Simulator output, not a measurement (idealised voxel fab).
process module | voxel self aligned vias
Square cell edge 5 nm, section width 295 nm, ID cut.
A cross-section is written here as square cells arranged in a grid, and it is given in bands from the top down, each band taking up one or more rows of cells.
Per band: top height and bottom height in nm, followed by the left-to-right materials and their widths in nm; "everywhere" marks a single material spanning edge to edge, "air" marks empty space.
The level at which height equals 0 is the one under which the wafer, as it arrives, is entirely one material. No lower edge exists for the bottom band, which continues downward and is notated as in "0..down".
A width such as "30 to 40" changes by the same amount from each row of cells to the next, from the band's top row to its bottom row.
"changes: none", as given for a step, is the statement that not any cell of the cross-section underwent a change during that step.
Empty spaces without an open route to the top, at least 8 cells in extent, make up the entry "Sealed void list"; each is given as width x height at distance, where the distance is measured from the left edge, and all are in nm.
What comes after the settings on a step's line is commentary from the simulator itself on that step.
If you see "overlay nm" on a step's line and that step has a mask, it's telling you how far right of where it was planned the mask ended up; a negative number means it went left instead.

Listed below are the process steps as planned
1) RECEIVE with material Si
2) CONFORMAL_DEP with material SiO2, thk nm 10
3) CONFORMAL_DEP with material SiCN, thk nm 5
4) DIRECTIONAL_DEP with material lowk, thk nm 25
5) DIRECTIONAL_DEP with material aC, thk nm 10
6) PATTERN with tone open, mask id LINES, material resist, width nm 25, pitch nm 50, thk nm 30, overlay nm 0
7) DIRECTIONAL_ETCH with etch materials aC, depth nm 10
8) STRIP with etch materials resist
9) DIRECTIONAL_ETCH with etch materials lowk, depth nm 25
10) STRIP with etch materials aC
11) CONFORMAL_DEP with material TiN, thk nm 5
12) FILL_DEP with material Ru, thk nm 5
13) CMP with height nm 40
14) SELECTIVE_ETCH with etch materials W Ru TiN, depth nm 5
15) FILL_DEP with material SiN, thk nm 10
16) CMP with height nm 40
17) DIRECTIONAL_DEP with material lowk, thk nm 15
18) PATTERN with tone open, mask id VIAS, material resist, width nm 35, thk nm 15, overlay nm 0
19) DIRECTIONAL_ETCH with etch materials lowk, depth nm 15
20) DIRECTIONAL_ETCH with etch materials SiN, depth nm 5
21) STRIP with etch materials resist
22) CONFORMAL_DEP with material TiN, thk nm 5
23) FILL_DEP with material Cu, thk nm 10
24) CMP with height nm 55
25) CONFORMAL_DEP with material SiCN, thk nm 5
The wafers in this document start out alike and differ in the thk nm applied at step 22; the plan shows the value used for the first wafer.

Cross-sectional view of the first of several wafers in the as-received condition, corresponding to the state following step 1
> 0..down = Si everywhere
> Sealed void list: none

End of the module, past its last step, step 25: how the first of several wafers looks in cross-section
> 60..55 = SiCN everywhere
> 55..45 = lowk (105), TiN (5), Cu (25), TiN (5), lowk (155)
> 45..40 = lowk (105), TiN (10), Cu (15), TiN (10), lowk (155)
> 40..35 = lowk (110), TiN (25), lowk (25), SiN (25), lowk (110)
> 35..20 = lowk (110), TiN (5), Ru (15), TiN (5), lowk (25), TiN (5), Ru (15), TiN (5), lowk (110)
> 20..15 = lowk (110), TiN (25), lowk (25), TiN (25), lowk (110)
> 15..10 = SiCN everywhere
> 10..0 = SiO2 everywhere
> 0..down = Si everywhere
> Sealed void list: none

Cross-section of the final wafer among several, taken at the end of the module
> 60..55 = SiCN everywhere
> 55..40 = lowk (105), TiN (35), lowk (155)
> 40..35 = lowk (110), TiN (25), lowk (25), SiN (25), lowk (110)
> 35..20 = lowk (110), TiN (5), Ru (15), TiN (5), lowk (25), TiN (5), Ru (15), TiN (5), lowk (110)
> 20..15 = lowk (110), TiN (25), lowk (25), TiN (25), lowk (110)
> 15..10 = SiCN everywhere
> 10..0 = SiO2 everywhere
> 0..down = Si everywhere
> Sealed void list: none

Note: the following table is arranged by wafer, a row apiece. Each row reports the end-of-module state: per material, cells gained (+) or cells lost (-) compared with the wafer as received; closed voids follow
thk nm 5; +13 Cu; +18 Ru; +118 SiCN; +5 SiN; +118 SiO2; +35 TiN; +401 lowk; Sealed void list: none
thk nm 10; +4 Cu; +18 Ru; +118 SiCN; +5 SiN; +118 SiO2; +44 TiN; +401 lowk; Sealed void list: none
thk nm 15; +18 Ru; +118 SiCN; +5 SiN; +118 SiO2; +48 TiN; +401 lowk; Sealed void list: none
thk nm 20; +18 Ru; +118 SiCN; +5 SiN; +118 SiO2; +48 TiN; +401 lowk; Sealed void list: none
